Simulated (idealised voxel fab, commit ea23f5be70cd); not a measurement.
voxel released beams: a process module
Section shown: cut. Width: 275 nm. Cell size: 5 nm, square.
The cross-sections in this document take the form of a grid made of square cells. They are written out as bands, in order from top to bottom. Each band consists of one or more rows of cells.
For a band, the entry starts with two heights in nm, that of the top and then that of the bottom, and carries on with the band's materials in order from left to right, each alongside its width in nm; the word "all across" beside a single material means it fills the band edge to edge, and "air" means empty space.
It should be noted that heights are counted from 0, beneath which the wafer as supplied is of one material throughout, and that the lowest band possesses no lower boundary but continues downward, as written in "z 0 and below".
A width such as "30..40" changes by the same amount from each row of cells to the next, from the band's top row to its bottom row.
Take "remained the same" at face value: in the step it is given for, the cross-section changed in none of its cells.
What "Enclosed void entries" gives you is every empty space of 8 cells or more that is cut off from the top. Each appears as width x height at distance, with the distance taken from the left edge and width, height and distance all in nm.
Post-settings text on a step line: simulator's own remark regarding the step.
"overlay nm", when on a step's line for a step with a mask, measures how far to the right of its planned place the mask lay; a negative measure means to the left.

LISTED BELOW ARE THE PROCESS STEPS AS PLANNED
1. RECEIVE [material Si]
2. CONFORMAL_DEP [material Al2O3] [thk nm 5]
3. DIRECTIONAL_DEP [material SiO2] [thk nm 10]
4. DIRECTIONAL_DEP [material aC] [thk nm 15]
5. PATTERN [tone open] [mask id ANCHOR] [material resist] [width nm 45] [thk nm 35] [overlay nm 0]
6. DIRECTIONAL_ETCH [etch materials aC] [depth nm 15]
7. STRIP [etch materials resist]
8. DIRECTIONAL_ETCH [etch materials SiO2] [depth nm 10]
9. STRIP [etch materials aC]
10. CONFORMAL_DEP [material polySi] [thk nm 5]
11. PATTERN [tone cover] [mask id BEAM] [material resist] [width nm 95] [thk nm 20] [overlay nm 0]
12. DIRECTIONAL_ETCH [etch materials polySi] [depth nm 15]
13. STRIP [etch materials resist]
14. STRIP [etch materials SiO2]
All wafers enter the flow in the same state. The thk nm at step 10 differs from wafer to wafer, and the plan gives the value for the first wafer.

THE FIRST OF SEVERAL WAFERS, AS RECEIVED AFTER STEP 1, SEEN IN SECTION
    z 0 and below = Si all across
    Enclosed void entries: none

CROSS-SECTIONAL REPRESENTATION OF THE FIRST OF SEVERAL WAFERS AT THE END OF THE MODULE, I.E. AFTER ITS TERMINAL STEP, STEP 14
    z 20 to 10 = air=85..90 | polySi=10..5 | air=35 | polySi=50..5 | air=95..140
    z 10 to 5 = air=90 | polySi=45 | air=140
    z 5 to 0 = Al2O3 all across
    z 0 and below = Si all across
    Enclosed void entries: none

CROSS-SECTION OF THE LAST WAFER AT END OF MODULE
    z 45 to 30 = air=85 | polySi=95 | air=95
    z 30 to 15 = polySi all across
    z 15 to 5 = SiO2=90 | polySi=45 | SiO2=140
    z 5 to 0 = Al2O3 all across
    z 0 and below = Si all across
    Enclosed void entries: none

HEADS UP, THIS TABLE GOES WAFER BY WAFER. A ROW TELLS YOU, AT THE END OF THE MODULE, HOW MANY CELLS OF EACH MATERIAL THAT WAFER HAS PUT ON (+) OR DROPPED (-) SINCE IT WAS RECEIVED, AND THEN ITS CLOSED VOIDS
thk nm 5; +55 Al2O3; +23 polySi; Enclosed void entries: none
thk nm 10; +55 Al2O3; +46 polySi; Enclosed void entries: none
thk nm 15; +55 Al2O3; +69 polySi; Enclosed void entries: none
thk nm 20; +55 Al2O3; +92 SiO2; +128 polySi; Enclosed void entries: none
thk nm 25; +55 Al2O3; +92 SiO2; +185 polySi; Enclosed void entries: none
thk nm 30; +55 Al2O3; +92 SiO2; +240 polySi; Enclosed void entries: none
